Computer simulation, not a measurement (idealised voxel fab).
process module | voxel self aligned vias
cross-section cut | 235 nm wide | cells 5 nm
A cross-section is a grid of square cells, given in bands from the top down. A band is one or more rows of cells.
Each band's line starts with the height of the band's top and of its bottom, in nm. Then come its materials from left to right, each with its width in nm. One material with "throughout" fills the band from edge to edge. "air" is empty space.
Height 0 is the level under which the wafer as received is all one material. The lowest band goes on downwards, as in "0 down".
A width such as "30 to 40" changes by the same amount from each row of cells to the next, from the band's top row to its bottom row.
"no change" after a step means that no cell of the cross-section changed.
closed voids: empty space of 8 cells or more with no open way to the top, each as width x height at its distance from the left edge, in nm
after a step's settings: what the simulator itself notes on the step
overlay nm, on a step with a mask: how far to the right of its planned place the mask lay; to the left if negative
plan
1 op RECEIVE | material Si
2 op CONFORMAL_DEP | material SiO2 | thk nm 10
3 op CONFORMAL_DEP | material SiCN | thk nm 5
4 op DIRECTIONAL_DEP | material lowk | thk nm 30
5 op DIRECTIONAL_DEP | material aC | thk nm 10
6 op PATTERN | tone open | mask id LINES | material resist | width nm 20 | pitch nm 55 | thk nm 30 | overlay nm 0
7 op DIRECTIONAL_ETCH | etch materials aC | depth nm 10
8 op STRIP | etch materials resist
9 op DIRECTIONAL_ETCH | etch materials lowk | depth nm 30
10 op STRIP | etch materials aC
11 op CONFORMAL_DEP | material TiN | thk nm 5
12 op FILL_DEP | material Ru | thk nm 10
13 op CMP | height nm 45
14 op SELECTIVE_ETCH | etch materials W Ru TiN | depth nm 10
15 op FILL_DEP | material SiN | thk nm 10
16 op CMP | height nm 45
17 op DIRECTIONAL_DEP | material lowk | thk nm 15
18 op PATTERN | tone open | mask id VIAS | material resist | width nm 30 | pitch nm 110 | thk nm 15 | overlay nm 0
19 op DIRECTIONAL_ETCH | etch materials lowk | depth nm 15
20 op DIRECTIONAL_ETCH | etch materials SiN | depth nm 10
21 op STRIP | etch materials resist
22 op CONFORMAL_DEP | material TiN | thk nm 5
23 op FILL_DEP | material Cu | thk nm 5
24 op CMP | height nm 60
25 op CONFORMAL_DEP | material SiN | thk nm 5
first wafer, as planned
as received, after step 1
  0 down: Si throughout
  closed voids: none
after step 2
  10 to 0: SiO2 throughout
  below 0: unchanged
after step 3
  15 to 10: SiCN throughout
  below 10: unchanged
after step 4
  45 to 15: lowk throughout
  below 15: unchanged
after step 5
  55 to 45: aC throughout
  below 45: unchanged
after step 6
  85 to 55: resist 50 | air 20 | resist 35 | air 20 | resist 35 | air 20 | resist 55
  below 55: unchanged
after step 7
  75 to 55: resist 50 | air 20 | resist 35 | air 20 | resist 35 | air 20 | resist 55
  55 to 45: aC 50 | air 20 | aC 35 | air 20 | aC 35 | air 20 | aC 55
  below 45: unchanged
after step 8
  55 to 45: aC 50 | air 20 | aC 35 | air 20 | aC 35 | air 20 | aC 55
  below 45: unchanged
after step 9
  55 to 45: aC 50 | air 20 | aC 35 | air 20 | aC 35 | air 20 | aC 55
  45 to 15: lowk 50 | air 20 | lowk 35 | air 20 | lowk 35 | air 20 | lowk 55
  below 15: unchanged
after step 10
  45 to 15: lowk 50 | air 20 | lowk 35 | air 20 | lowk 35 | air 20 | lowk 55
  below 15: unchanged
after step 11
  50 to 45: TiN 55 | air 10 | TiN 45 | air 10 | TiN 45 | air 10 | TiN 60
  45 to 20: lowk 50 | TiN 5 | air 10 | TiN 5 | lowk 35 | TiN 5 | air 10 | TiN 5 | lowk 35 | TiN 5 | air 10 | TiN 5 | lowk 55
  20 to 15: lowk 50 | TiN 20 | lowk 35 | TiN 20 | lowk 35 | TiN 20 | lowk 55
  below 15: unchanged
after step 12
  60 to 50: Ru throughout
  50 to 45: TiN 55 | Ru 10 | TiN 45 | Ru 10 | TiN 45 | Ru 10 | TiN 60
  45 to 20: lowk 50 | TiN 5 | Ru 10 | TiN 5 | lowk 35 | TiN 5 | Ru 10 | TiN 5 | lowk 35 | TiN 5 | Ru 10 | TiN 5 | lowk 55
  below 20: unchanged
after step 13
  45 to 20: lowk 50 | TiN 5 | Ru 10 | TiN 5 | lowk 35 | TiN 5 | Ru 10 | TiN 5 | lowk 35 | TiN 5 | Ru 10 | TiN 5 | lowk 55
  below 20: unchanged
after step 14
  45 to 35: lowk 50 | air 20 | lowk 35 | air 20 | lowk 35 | air 20 | lowk 55
  below 35: unchanged
after step 15
  55 to 45: SiN throughout
  45 to 35: lowk 50 | SiN 20 | lowk 35 | SiN 20 | lowk 35 | SiN 20 | lowk 55
  below 35: unchanged
after step 16
  45 to 35: lowk 50 | SiN 20 | lowk 35 | SiN 20 | lowk 35 | SiN 20 | lowk 55
  below 35: unchanged
after step 17
  60 to 45: lowk throughout
  below 45: unchanged
after step 18
  75 to 60: resist 45 | air 30 | resist 80 | air 30 | resist 50
  below 60: unchanged
after step 19
  75 to 60: resist 45 | air 30 | resist 80 | air 30 | resist 50
  60 to 45: lowk 45 | air 30 | lowk 80 | air 30 | lowk 50
  below 45: unchanged
after step 20
  75 to 60: resist 45 | air 30 | resist 80 | air 30 | resist 50
  60 to 45: lowk 45 | air 30 | lowk 80 | air 30 | lowk 50
  45 to 35: lowk 50 | air 20 | lowk 35 | SiN 20 | lowk 35 | air 20 | lowk 55
  below 35: unchanged
after step 21
  60 to 45: lowk 45 | air 30 | lowk 80 | air 30 | lowk 50
  below 45: unchanged
after step 22
  65 to 60: TiN 50 | air 20 | TiN 90 | air 20 | TiN 55
  60 to 50: lowk 45 | TiN 5 | air 20 | TiN 5 | lowk 80 | TiN 5 | air 20 | TiN 5 | lowk 50
  50 to 45: lowk 45 | TiN 10 | air 10 | TiN 10 | lowk 80 | TiN 10 | air 10 | TiN 10 | lowk 50
  45 to 40: lowk 50 | TiN 5 | air 10 | TiN 5 | lowk 35 | SiN 20 | lowk 35 | TiN 5 | air 10 | TiN 5 | lowk 55
  40 to 35: lowk 50 | TiN 20 | lowk 35 | SiN 20 | lowk 35 | TiN 20 | lowk 55
  below 35: unchanged
after step 23
  70 to 65: Cu throughout
  65 to 60: TiN 50 | Cu 20 | TiN 90 | Cu 20 | TiN 55
  60 to 50: lowk 45 | TiN 5 | Cu 20 | TiN 5 | lowk 80 | TiN 5 | Cu 20 | TiN 5 | lowk 50
  50 to 45: lowk 45 | TiN 10 | Cu 10 | TiN 10 | lowk 80 | TiN 10 | Cu 10 | TiN 10 | lowk 50
  45 to 40: lowk 50 | TiN 5 | Cu 10 | TiN 5 | lowk 35 | SiN 20 | lowk 35 | TiN 5 | Cu 10 | TiN 5 | lowk 55
  below 40: unchanged
after step 24
  60 to 50: lowk 45 | TiN 5 | Cu 20 | TiN 5 | lowk 80 | TiN 5 | Cu 20 | TiN 5 | lowk 50
  below 50: unchanged
after step 25
  65 to 60: SiN throughout
  below 60: unchanged
second wafer: like start, like plan, one mistake. Through step 5 it matches the first wafer
when step 6 should have ended
  85 to 55: air 50 | resist 20 | air 35 | resist 20 | air 35 | resist 20 | air 55
  below 55: unchanged
when step 7 should have ended
  75 to 55: air 50 | resist 20 | air 35 | resist 20 | air 35 | resist 20 | air 55
  55 to 45: air 50 | aC 20 | air 35 | aC 20 | air 35 | aC 20 | air 55
  below 45: unchanged
when step 8 should have ended
  55 to 45: air 50 | aC 20 | air 35 | aC 20 | air 35 | aC 20 | air 55
  below 45: unchanged
when step 9 should have ended
  55 to 45: air 50 | aC 20 | air 35 | aC 20 | air 35 | aC 20 | air 55
  45 to 15: air 50 | lowk 20 | air 35 | lowk 20 | air 35 | lowk 20 | air 55
  below 15: unchanged
when step 10 should have ended
  45 to 15: air 50 | lowk 20 | air 35 | lowk 20 | air 35 | lowk 20 | air 55
  below 15: unchanged
when step 11 should have ended
  50 to 45: air 45 | TiN 30 | air 25 | TiN 30 | air 25 | TiN 30 | air 50
  45 to 20: air 45 | TiN 5 | lowk 20 | TiN 5 | air 25 | TiN 5 | lowk 20 | TiN 5 | air 25 | TiN 5 | lowk 20 | TiN 5 | air 50
  20 to 15: TiN 50 | lowk 20 | TiN 35 | lowk 20 | TiN 35 | lowk 20 | TiN 55
  below 15: unchanged
when step 12 should have ended
  60 to 50: Ru throughout
  50 to 45: Ru 45 | TiN 30 | Ru 25 | TiN 30 | Ru 25 | TiN 30 | Ru 50
  45 to 20: Ru 45 | TiN 5 | lowk 20 | TiN 5 | Ru 25 | TiN 5 | lowk 20 | TiN 5 | Ru 25 | TiN 5 | lowk 20 | TiN 5 | Ru 50
  below 20: unchanged
when step 13 should have ended
  45 to 20: Ru 45 | TiN 5 | lowk 20 | TiN 5 | Ru 25 | TiN 5 | lowk 20 | TiN 5 | Ru 25 | TiN 5 | lowk 20 | TiN 5 | Ru 50
  below 20: unchanged
when step 14 should have ended
  45 to 35: air 50 | lowk 20 | air 35 | lowk 20 | air 35 | lowk 20 | air 55
  below 35: unchanged
when step 15 should have ended
  55 to 45: SiN throughout
  45 to 35: SiN 50 | lowk 20 | SiN 35 | lowk 20 | SiN 35 | lowk 20 | SiN 55
  below 35: unchanged
when step 16 should have ended
  45 to 35: SiN 50 | lowk 20 | SiN 35 | lowk 20 | SiN 35 | lowk 20 | SiN 55
  below 35: unchanged
when step 17 should have ended
  60 to 45: lowk throughout
  below 45: unchanged
when step 18 should have ended
  75 to 60: resist 45 | air 30 | resist 80 | air 30 | resist 50
  below 60: unchanged
when step 19 should have ended
  75 to 60: resist 45 | air 30 | resist 80 | air 30 | resist 50
  60 to 45: lowk 45 | air 30 | lowk 80 | air 30 | lowk 50
  below 45: unchanged
when step 20 should have ended
  75 to 60: resist 45 | air 30 | resist 80 | air 30 | resist 50
  60 to 45: lowk 45 | air 30 | lowk 80 | air 30 | lowk 50
  45 to 35: SiN 45 | air 5 | lowk 20 | air 5 | SiN 30 | lowk 20 | SiN 30 | air 5 | lowk 20 | air 5 | SiN 50
  below 35: unchanged
when step 21 should have ended
  60 to 45: lowk 45 | air 30 | lowk 80 | air 30 | lowk 50
  below 45: unchanged
when step 22 should have ended
  65 to 60: TiN 50 | air 20 | TiN 90 | air 20 | TiN 55
  60 to 50: lowk 45 | TiN 5 | air 20 | TiN 5 | lowk 80 | TiN 5 | air 20 | TiN 5 | lowk 50
  50 to 45: lowk 45 | TiN 30 | lowk 80 | TiN 30 | lowk 50
  45 to 35: SiN 45 | TiN 5 | lowk 20 | TiN 5 | SiN 30 | lowk 20 | SiN 30 | TiN 5 | lowk 20 | TiN 5 | SiN 50
  below 35: unchanged
when step 23 should have ended
  70 to 65: Cu throughout
  65 to 60: TiN 50 | Cu 20 | TiN 90 | Cu 20 | TiN 55
  60 to 50: lowk 45 | TiN 5 | Cu 20 | TiN 5 | lowk 80 | TiN 5 | Cu 20 | TiN 5 | lowk 50
  below 50: unchanged
when step 24 should have ended
  60 to 50: lowk 45 | TiN 5 | Cu 20 | TiN 5 | lowk 80 | TiN 5 | Cu 20 | TiN 5 | lowk 50
  below 50: unchanged
when step 25 should have ended
  65 to 60: SiN throughout
  below 60: unchanged
what went wrong: step 6 ran as: op PATTERN | tone cover | mask id LINES | material resist | width nm 20 | pitch nm 55 | thk nm 30 | overlay nm 0
at the end the second wafer has, in cells: 8 fewer of Cu | 69 more of Ru | 54 more of SiN | 23 more of TiN | 138 fewer of lowk
